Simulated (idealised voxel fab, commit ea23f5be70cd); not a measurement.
process module | voxel capacitor over wiring
cross-section cut | 220 nm wide | cells 5 nm
A cross-section is a grid of square cells, given in bands from the top down. A band is one or more rows of cells.
Each band's line starts with the height of the band's top and of its bottom, in nm. Then come its materials from left to right, each with its width in nm. One material with "throughout" fills the band from edge to edge. "air" is empty space.
Height 0 is the level under which the wafer as received is all one material. The lowest band goes on downwards, as in "0 down".
A width such as "30 to 40" changes by the same amount from each row of cells to the next, from the band's top row to its bottom row.
"no change" after a step means that no cell of the cross-section changed.
closed voids: empty space of 8 cells or more with no open way to the top, each as width x height at its distance from the left edge, in nm
after a step's settings: what the simulator itself notes on the step
overlay nm, on a step with a mask: how far to the right of its planned place the mask lay; to the left if negative
plan
1 op RECEIVE | material Si
2 op CONFORMAL_DEP | material SiO2 | thk nm 10
3 op CONFORMAL_DEP | material SiN | thk nm 5
4 op DIRECTIONAL_DEP | material SiO2 | thk nm 15
5 op PATTERN | tone open | mask id METAL_1 | material resist | width nm 20 | pitch nm 80 | thk nm 20 | overlay nm 0
6 op DIRECTIONAL_ETCH | etch materials SiO2 | depth nm 15
7 op DIRECTIONAL_ETCH | etch materials SiN | depth nm 5
8 op STRIP | etch materials resist
9 op CONFORMAL_DEP | material TiN | thk nm 5
10 op FILL_DEP | material Ru | thk nm 10
11 op CMP | height nm 30
12 op EPI | material Ru | thk nm 5
13 op FILL_DEP | material SiCN | thk nm 5
14 op DIRECTIONAL_DEP | material lowk | thk nm 20
15 op DIRECTIONAL_DEP | material aC | thk nm 10
16 op PATTERN | tone open | mask id PLUG_1 | material resist | width nm 15 | thk nm 25 | overlay nm 0
17 op DIRECTIONAL_ETCH | etch materials aC | depth nm 10
18 op STRIP | etch materials resist
19 op DIRECTIONAL_ETCH | etch materials lowk | depth nm 20
20 op DIRECTIONAL_ETCH | etch materials SiCN | depth nm 5
21 op STRIP | etch materials aC
22 op EPI | material Ru | thk nm 10
23 op EPI | material Ru | thk nm 10
24 op EPI | material Ru | thk nm 5
25 op DIRECTIONAL_DEP | material TiN | thk nm 5
26 op DIRECTIONAL_DEP | material Al2O3 | thk nm 5
27 op DIRECTIONAL_DEP | material TiN | thk nm 5
28 op DIRECTIONAL_DEP | material aC | thk nm 15
29 op PATTERN | tone cover | mask id UPPER_PLATE | material resist | width nm 65 | thk nm 35 | overlay nm 0
30 op DIRECTIONAL_ETCH | etch materials aC | depth nm 15
31 op STRIP | etch materials resist
32 op DIRECTIONAL_ETCH | etch materials TiN | depth nm 5
33 op DIRECTIONAL_ETCH | etch materials Al2O3 | depth nm 5
34 op STRIP | etch materials aC
35 op DIRECTIONAL_DEP | material aC | thk nm 15
36 op PATTERN | tone cover | mask id LOWER_PLATE | material resist | width nm 75 | thk nm 35 | overlay nm 0
37 op DIRECTIONAL_ETCH | etch materials aC | depth nm 15
38 op STRIP | etch materials resist
39 op DIRECTIONAL_ETCH | etch materials TiN | depth nm 5
40 op STRIP | etch materials aC
41 op FILL_DEP | material SiO2 | thk nm 15
42 op CMP | height nm 85
43 op PATTERN | tone open | mask id PLUG_2 | material resist | width nm 15 | thk nm 15 | overlay nm 0
44 op DIRECTIONAL_ETCH | etch materials SiO2 | depth nm 10
45 op STRIP | etch materials resist
46 op CONFORMAL_DEP | material TiN | thk nm 5
47 op FILL_DEP | material Cu | thk nm 10
48 op CMP | height nm 85
49 op CONFORMAL_DEP | material SiN | thk nm 5
as received, after step 1
  0 down: Si throughout
  closed voids: none
a wafer at the end: this start, this plan, one mistake
  90 to 85: SiN throughout
  85 to 80: SiO2 75 | TiN 5 | Cu 5 | TiN 5 | SiO2 130
  80 to 70: SiO2 75 to 65 | TiN 15 to 65 | SiO2 130 to 90
  70 to 65: SiO2 65 | Al2O3 65 | SiO2 90
  65 to 60: SiO2 60 | TiN 75 | SiO2 85
  60 to 40: lowk 65 | Ru 15 | lowk 140
  40 to 35: SiCN 65 | Ru 15 | SiCN 140
  35 to 30: SiCN 55 | Ru 30 | SiCN 50 | Ru 30 | SiCN 55
  30 to 25: SiN 60 | TiN 20 | SiN 60 | TiN 20 | SiN 60
  25 to 0: SiO2 throughout
  0 down: Si throughout
  closed voids: none
what went wrong: steps 3 and 4 were swapped
